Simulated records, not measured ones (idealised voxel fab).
voxel capacitor over wiring: a process module
For reference, the cross-section in this document is cut, with width 175 nm and square cells of 5 nm.
The cross-sections in this document take the form of a grid made of square cells. They are written out as bands, in order from top to bottom. Each band consists of one or more rows of cells.
Heights first: top, then bottom, in nm. Then materials, left to right, each with a width in nm. "full width" on a single material: fills the band edge to edge. "air": empty space.
Heights are expressed relative to 0, this being the level below which the as-received wafer comprises one material exclusively. The lowest band is unbounded in the downward direction and is denoted as in "from 0 down".
Width "30->40": first value at the band's top row of cells, second value at its bottom row, equal change from row to row.
For the purposes of this document, the phrase "all unchanged" attached to a step denotes that no cell within the cross-section was modified by that step.
Listed in "Closed void register": every empty space of 8 or more cells without an open way to the top. Form: width x height at distance, the distance being from the left edge, all in nm.
Whatever follows a step's settings on its line is a remark the simulator itself makes about that step.
You can add "overlay nm" to a step's line. For a step with a mask, it describes how far the mask lay to the right of its planned position, and a negative number describes a lay to the left.

[This section lists the process steps that were planned]
1,op RECEIVE | material Si
2,op CONFORMAL_DEP | material SiO2 | thk nm 10
3,op CONFORMAL_DEP | material SiCN | thk nm 5
4,op DIRECTIONAL_DEP | material lowk | thk nm 15
5,op PATTERN | tone open | mask id METAL_1 | material resist | width nm 20 | pitch nm 90 | thk nm 15 | overlay nm 0
6,op DIRECTIONAL_ETCH | etch materials lowk | depth nm 15
7,op DIRECTIONAL_ETCH | etch materials SiCN | depth nm 5
8,op STRIP | etch materials resist
9,op CONFORMAL_DEP | material TiN | thk nm 5
10,op FILL_DEP | material Cu | thk nm 5
11,op CMP | height nm 30
12,op EPI | material Ru | thk nm 5
13,op FILL_DEP | material SiCN | thk nm 5
14,op DIRECTIONAL_DEP | material lowk | thk nm 15
15,op DIRECTIONAL_DEP | material aC | thk nm 10
16,op PATTERN | tone open | mask id PLUG_1 | material resist | width nm 15 | thk nm 25 | overlay nm 0
17,op DIRECTIONAL_ETCH | etch materials aC | depth nm 10
18,op STRIP | etch materials resist
19,op DIRECTIONAL_ETCH | etch materials lowk | depth nm 15
20,op DIRECTIONAL_ETCH | etch materials SiCN | depth nm 5
21,op STRIP | etch materials aC
22,op CONFORMAL_DEP | material TiN | thk nm 5
23,op FILL_DEP | material Ru | thk nm 5
24,op CMP | height nm 55
25,op DIRECTIONAL_DEP | material TiN | thk nm 5
26,op DIRECTIONAL_DEP | material Al2O3 | thk nm 5
27,op DIRECTIONAL_DEP | material TiN | thk nm 10
28,op MASKED_ETCH | tone cover | mask id UPPER_PLATE | width nm 75 | etch materials TiN | depth nm 10 | overlay nm 0
29,op MASKED_ETCH | tone cover | mask id UPPER_PLATE | width nm 75 | etch materials Al2O3 | depth nm 5 | overlay nm 0
30,op MASKED_ETCH | tone cover | mask id LOWER_PLATE | width nm 85 | etch materials TiN | depth nm 5 | overlay nm 0
31,op FILL_DEP | material SiO2 | thk nm 20
32,op CMP | height nm 90
33,op MASKED_ETCH | tone open | mask id PLUG_2 | width nm 15 | etch materials SiO2 | depth nm 15 | overlay nm 0
34,op CONFORMAL_DEP | material TiN | thk nm 5
35,op FILL_DEP | material W | thk nm 10
36,op CMP | height nm 90
37,op CONFORMAL_DEP | material SiN | thk nm 5

[Cross-sectional view of the wafer in its as-received condition, corresponding to the state after step 1]
	from 0 down  Si full width
	Closed void register: none

[Cross-section taken at module completion on the first of two wafers; processed per the plan]
	from 95 to 90  SiN full width
	from 90 to 80  SiO2=45  TiN=5  W=5  TiN=5  SiO2=115
	from 80 to 75  SiO2=45  TiN=15  SiO2=115
	from 75 to 65  SiO2=35  TiN=75  SiO2=65
	from 65 to 60  SiO2=35  Al2O3=75  SiO2=65
	from 60 to 55  SiO2=30  TiN=85  SiO2=60
	from 55 to 40  lowk=35  TiN=5  Ru=5  TiN=5  lowk=125
	from 40 to 35  SiCN=35  TiN=15  SiCN=125
	from 35 to 30  SiCN=25  Ru=30  SiCN=60  Ru=30  SiCN=30
	from 30 to 15  lowk=30  TiN=5  Cu=10  TiN=5  lowk=70  TiN=5  Cu=10  TiN=5  lowk=35
	from 15 to 10  SiCN=30  TiN=20  SiCN=70  TiN=20  SiCN=35
	from 10 to 0  SiO2 full width
	from 0 down  Si full width
	Closed void register: none

[Here is the second of the two wafers cut open at the end of the module - same start, same plan as the first one, but we made one mistake running it]
	from 105 to 90  SiN full width
	from 90 to 80  SiO2=45  TiN=5  W=5  TiN=5  SiO2=115
	from 80 to 75  SiO2=45  TiN=15  SiO2=115
	from 75 to 65  SiO2=35  TiN=75  SiO2=65
	from 65 to 60  SiO2=35  Al2O3=75  SiO2=65
	from 60 to 55  SiO2=30  TiN=85  SiO2=60
	from 55 to 40  lowk=35  TiN=5  Ru=5  TiN=5  lowk=125
	from 40 to 35  SiCN=35  TiN=15  SiCN=125
	from 35 to 30  SiCN=25  Ru=30  SiCN=60  Ru=30  SiCN=30
	from 30 to 15  lowk=30  TiN=5  Cu=10  TiN=5  lowk=70  TiN=5  Cu=10  TiN=5  lowk=35
	from 15 to 10  SiCN=30  TiN=20  SiCN=70  TiN=20  SiCN=35
	from 10 to 0  SiO2 full width
	from 0 down  Si full width
	Closed void register: none
Want to know what went wrong? not per plan at step 37, really ran op CONFORMAL_DEP | material SiN | thk nm 15
At the finish, the second wafer shows more or fewer cells for some materials than the first does: +70 SiN
